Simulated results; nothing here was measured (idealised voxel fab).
process module | voxel released beams
cross-section cut | 215 nm wide | cells 5 nm
A cross-section is a grid of square cells, given in bands from the top down. A band is one or more rows of cells.
Each band's line starts with the height of the band's top and of its bottom, in nm. Then come its materials from left to right, each with its width in nm. One material with "throughout" fills the band from edge to edge. "air" is empty space.
Height 0 is the level under which the wafer as received is all one material. The lowest band goes on downwards, as in "0 down".
A width such as "30 to 40" changes by the same amount from each row of cells to the next, from the band's top row to its bottom row.
"no change" after a step means that no cell of the cross-section changed.
closed voids: empty space of 8 cells or more with no open way to the top, each as width x height at its distance from the left edge, in nm
after a step's settings: what the simulator itself notes on the step
overlay nm, on a step with a mask: how far to the right of its planned place the mask lay; to the left if negative
plan
1 op RECEIVE | material Si
2 op CONFORMAL_DEP | material Al2O3 | thk nm 5
3 op DIRECTIONAL_DEP | material SiO2 | thk nm 10
4 op PATTERN | tone open | mask id ANCHOR | material resist | width nm 45 | thk nm 15 | overlay nm 0
5 op DIRECTIONAL_ETCH | etch materials SiO2 | depth nm 10
6 op STRIP | etch materials resist
7 op CONFORMAL_DEP | material polySi | thk nm 15
8 op PATTERN | tone cover | mask id BEAM | material resist | width nm 125 | thk nm 15 | overlay nm 0
9 op DIRECTIONAL_ETCH | etch materials polySi | depth nm 15
10 op STRIP | etch materials resist
11 op STRIP | etch materials SiO2
as received, after step 1
  0 down: Si throughout
  closed voids: none
first wafer at the end, as planned
  30 to 20: air 40 | polySi 20 | air 15 | polySi 90 | air 50
  20 to 15: air 40 | polySi 125 | air 50
  15 to 5: air 45 | polySi 45 | air 125
  5 to 0: Al2O3 throughout
  0 down: Si throughout
  closed voids: none
second wafer at the end: like start, like plan, one mistake
  30 to 15: air 40 | polySi 125 | air 50
  15 to 5: polySi throughout
  5 to 0: Al2O3 throughout
  0 down: Si throughout
  closed voids: none
what went wrong: step 3 ran as: op DIRECTIONAL_DEP | material polySi | thk nm 10
at the end the second wafer has, in cells: 74 more of polySi
